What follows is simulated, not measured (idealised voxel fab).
Title: Process Module voxel air gaps
The figure presents cross-section cut, which has a width of 245 nm and is divided into square cells with an edge length of 5 nm.
Reading order for cross-sections: top band down to bottom band. Underlying form: a grid of square cells. Band size: one or more rows of cells. First you get the band's top height and its bottom height, in nm, and then the materials it's made of, left to right, with each width in nm. If you see a single material with "throughout", that one covers the band edge to edge. "blank" is empty space. Counting heights begins at 0, where everything beneath is, in the wafer as received, one material. The lowest band has no bottom; it goes on downwards, as "from 0 down" shows. Top row gets the first number, bottom row gets the second, and each row in between changes by the same step: that is how a band width like "30..40" works. Where a step carries "remained unchanged", the cross-section came out of it unchanged, cell for cell. Reported under the label "Closed internal cavities" are the empty spaces having no open way to the top and comprising 8 cells or more; the notation for each is width x height at distance, in which the distance is measured from the left edge and all three values are in nm. after a step's settings: what the simulator itself notes on the step. overlay nm: mask offset rightward from planned place, masked step; negative means leftward offset.
## Planned process steps
step 1: RECEIVE [material Si]
step 2: CONFORMAL_DEP [material SiO2] [thk nm 10]
step 3: CONFORMAL_DEP [material SiCN] [thk nm 5]
step 4: DIRECTIONAL_DEP [material SiO2] [thk nm 40]
step 5: MASKED_ETCH [tone open] [mask id LINES] [width nm 25] [pitch nm 50] [etch materials SiO2] [depth nm 40] [overlay nm 0]
step 6: CONFORMAL_DEP [material TiN] [thk nm 5]
step 7: FILL_DEP [material W] [thk nm 5]
step 8: CMP [height nm 55]
step 9: EPI [material Ru] [thk nm 10]
step 10: SELECTIVE_ETCH [etch materials SiO2] [depth nm 50]
step 11: CONFORMAL_DEP [material SiCN] [thk nm 5]
## The first wafer of two, processed as planned
## Step 1 complete: cross-section of the wafer as received
	from 0 down: Si throughout
	Closed internal cavities: none
## Take a look at the wafer's cross-section after step 2
	from 10 to 0: SiO2 throughout
	Whatever lies below 0 is exactly as it was before.
## Take a look at the wafer's cross-section after step 3
	from 15 to 10: SiCN throughout
	Whatever lies below 10 is exactly as it was before.
## Take a look at the wafer's cross-section after step 4
	from 55 to 15: SiO2 throughout
	Whatever lies below 15 is exactly as it was before.
## Take a look at the wafer's cross-section after step 5
	from 55 to 15: SiO2 60  blank 25  SiO2 25  blank 25  SiO2 25  blank 25  SiO2 60
	Whatever lies below 15 is exactly as it was before.
## Take a look at the wafer's cross-section after step 6
	from 60 to 55: TiN 65  blank 15  TiN 35  blank 15  TiN 35  blank 15  TiN 65
	from 55 to 20: SiO2 60  TiN 5  blank 15  TiN 5  SiO2 25  TiN 5  blank 15  TiN 5  SiO2 25  TiN 5  blank 15  TiN 5  SiO2 60
	from 20 to 15: SiO2 60  TiN 25  SiO2 25  TiN 25  SiO2 25  TiN 25  SiO2 60
	Whatever lies below 15 is exactly as it was before.
## Take a look at the wafer's cross-section after step 7
	from 65 to 60: W throughout
	from 60 to 55: TiN 65  W 15  TiN 35  W 15  TiN 35  W 15  TiN 65
	from 55 to 20: SiO2 60  TiN 5  W 15  TiN 5  SiO2 25  TiN 5  W 15  TiN 5  SiO2 25  TiN 5  W 15  TiN 5  SiO2 60
	Whatever lies below 20 is exactly as it was before.
## Take a look at the wafer's cross-section after step 8
	from 55 to 20: SiO2 60  TiN 5  W 15  TiN 5  SiO2 25  TiN 5  W 15  TiN 5  SiO2 25  TiN 5  W 15  TiN 5  SiO2 60
	Whatever lies below 20 is exactly as it was before.
## Take a look at the wafer's cross-section after step 9
	from 65 to 55: blank 50  Ru 45  blank 5  Ru 45  blank 5  Ru 45  blank 50
	Whatever lies below 55 is exactly as it was before.
## Take a look at the wafer's cross-section after step 10
	from 65 to 55: blank 50  Ru 45  blank 5  Ru 45  blank 5  Ru 45  blank 50
	from 55 to 20: blank 60  TiN 5  W 15  TiN 5  blank 25  TiN 5  W 15  TiN 5  blank 25  TiN 5  W 15  TiN 5  blank 60
	from 20 to 15: blank 60  TiN 25  blank 25  TiN 25  blank 25  TiN 25  blank 60
	Whatever lies below 15 is exactly as it was before.
## Take a look at the wafer's cross-section after step 11
	from 70 to 65: blank 45  SiCN 155  blank 45
	from 65 to 55: blank 45  SiCN 5  Ru 45  SiCN 5  Ru 45  SiCN 5  Ru 45  SiCN 5  blank 45
	from 55 to 50: blank 45  SiCN 15  TiN 5  W 15  TiN 5  SiCN 25  TiN 5  W 15  TiN 5  SiCN 25  TiN 5  W 15  TiN 5  SiCN 15  blank 45
	from 50 to 20: blank 55  SiCN 5  TiN 5  W 15  TiN 5  SiCN 5  blank 15  SiCN 5  TiN 5  W 15  TiN 5  SiCN 5  blank 15  SiCN 5  TiN 5  W 15  TiN 5  SiCN 5  blank 55
	from 20 to 15: SiCN 60  TiN 25  SiCN 25  TiN 25  SiCN 25  TiN 25  SiCN 60
	Whatever lies below 15 is exactly as it was before.
	Closed internal cavities: 15 x 30 at 90; 15 x 30 at 140
## Companion wafer, the second of two: same beginning, same intended sequence, one mistake in carrying it out; through step 1 inclusive it tracks the first exactly
Second wafer cross-section, taken as of the time the plan sets for step 2 to be done: remained unchanged
## Second wafer cross-section, taken as of the time the plan sets for step 3 to be done
	from 5 to 0: SiCN throughout
	Whatever lies below 0 is exactly as it was before.
## Second wafer cross-section, taken as of the time the plan sets for step 4 to be done
	from 45 to 5: SiO2 throughout
	Whatever lies below 5 is exactly as it was before.
## Second wafer cross-section, taken as of the time the plan sets for step 5 to be done
	from 45 to 5: SiO2 60  blank 25  SiO2 25  blank 25  SiO2 25  blank 25  SiO2 60
	Whatever lies below 5 is exactly as it was before.
## Second wafer cross-section, taken as of the time the plan sets for step 6 to be done
	from 50 to 45: TiN 65  blank 15  TiN 35  blank 15  TiN 35  blank 15  TiN 65
	from 45 to 10: SiO2 60  TiN 5  blank 15  TiN 5  SiO2 25  TiN 5  blank 15  TiN 5  SiO2 25  TiN 5  blank 15  TiN 5  SiO2 60
	from 10 to 5: SiO2 60  TiN 25  SiO2 25  TiN 25  SiO2 25  TiN 25  SiO2 60
	Whatever lies below 5 is exactly as it was before.
## Second wafer cross-section, taken as of the time the plan sets for step 7 to be done
	from 55 to 50: W throughout
	from 50 to 45: TiN 65  W 15  TiN 35  W 15  TiN 35  W 15  TiN 65
	from 45 to 10: SiO2 60  TiN 5  W 15  TiN 5  SiO2 25  TiN 5  W 15  TiN 5  SiO2 25  TiN 5  W 15  TiN 5  SiO2 60
	Whatever lies below 10 is exactly as it was before.
Second wafer cross-section, taken as of the time the plan sets for step 8 to be done: remained unchanged
## Second wafer cross-section, taken as of the time the plan sets for step 9 to be done
	from 65 to 55: Ru throughout
	Whatever lies below 55 is exactly as it was before.
Second wafer cross-section, taken as of the time the plan sets for step 10 to be done: remained unchanged
## Second wafer cross-section, taken as of the time the plan sets for step 11 to be done
	from 70 to 65: SiCN throughout
	Whatever lies below 65 is exactly as it was before.
What went wrong in running the wafer? step 2 of the plan: omitted, not performed
Once processing is complete, comparing cell counts shows that the second wafer has more or fewer of certain materials than the first: 44 more of Ru | 76 fewer of SiCN | 174 more of SiO2 | 40 more of TiN | 58 more of W
Closed voids, final: 2 / 0 (first wafer / second wafer).
